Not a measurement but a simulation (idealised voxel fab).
process module | voxel ribs on slabs
cross-section cut | 240 nm wide | cells 5 nm
A cross-section is a grid of square cells, given in bands from the top down. A band is one or more rows of cells.
Each band's line starts with the height of the band's top and of its bottom, in nm. Then come its materials from left to right, each with its width in nm. One material with "throughout" fills the band from edge to edge. "air" is empty space.
Height 0 is the level under which the wafer as received is all one material. The lowest band goes on downwards, as in "0 down".
A width such as "30 to 40" changes by the same amount from each row of cells to the next, from the band's top row to its bottom row.
"no change" after a step means that no cell of the cross-section changed.
closed voids: empty space of 8 cells or more with no open way to the top, each as width x height at its distance from the left edge, in nm
after a step's settings: what the simulator itself notes on the step
overlay nm, on a step with a mask: how far to the right of its planned place the mask lay; to the left if negative
plan
1 op RECEIVE | material Si
2 op DIRECTIONAL_DEP | material SiO2 | thk nm 30
3 op DIRECTIONAL_DEP | material SiN | thk nm 20
4 op MASKED_ETCH | tone cover | mask id RIB | width nm 25 | etch materials SiN | depth nm 5 | overlay nm 0
5 op PATTERN | tone cover | mask id SLAB | material resist | width nm 65 | thk nm 20 | overlay nm 0
6 op DIRECTIONAL_ETCH | etch materials SiN | depth nm 15
7 op STRIP | etch materials resist
8 op FILL_DEP | material SiO2 | thk nm 15
9 op CMP | height nm 60
10 op DIRECTIONAL_DEP | material TiN | thk nm 5
11 op DIRECTIONAL_DEP | material aC | thk nm 10
12 op PATTERN | tone cover | mask id HEATER | material resist | width nm 35 | thk nm 25 | overlay nm 0
13 op DIRECTIONAL_ETCH | etch materials aC | depth nm 10
14 op STRIP | etch materials resist
15 op DIRECTIONAL_ETCH | etch materials TiN | depth nm 5
16 op STRIP | etch materials aC
17 op CONFORMAL_DEP | material SiO2 | thk nm 10
as received, after step 1
  0 down: Si throughout
  closed voids: none
a wafer at the end: this start, this plan, one mistake
  75 to 70: air 90 | SiO2 55 | air 95
  70 to 65: SiO2 throughout
  65 to 60: SiO2 100 | TiN 35 | SiO2 105
  60 to 50: SiO2 throughout
  50 to 45: SiO2 105 | SiN 25 | SiO2 110
  45 to 30: SiO2 80 | SiN 65 | SiO2 95
  30 to 0: SiO2 throughout
  0 down: Si throughout
  closed voids: none
what went wrong: step 5 ran as: op PATTERN | tone cover | mask id SLAB | material resist | width nm 65 | thk nm 20 | overlay nm -5
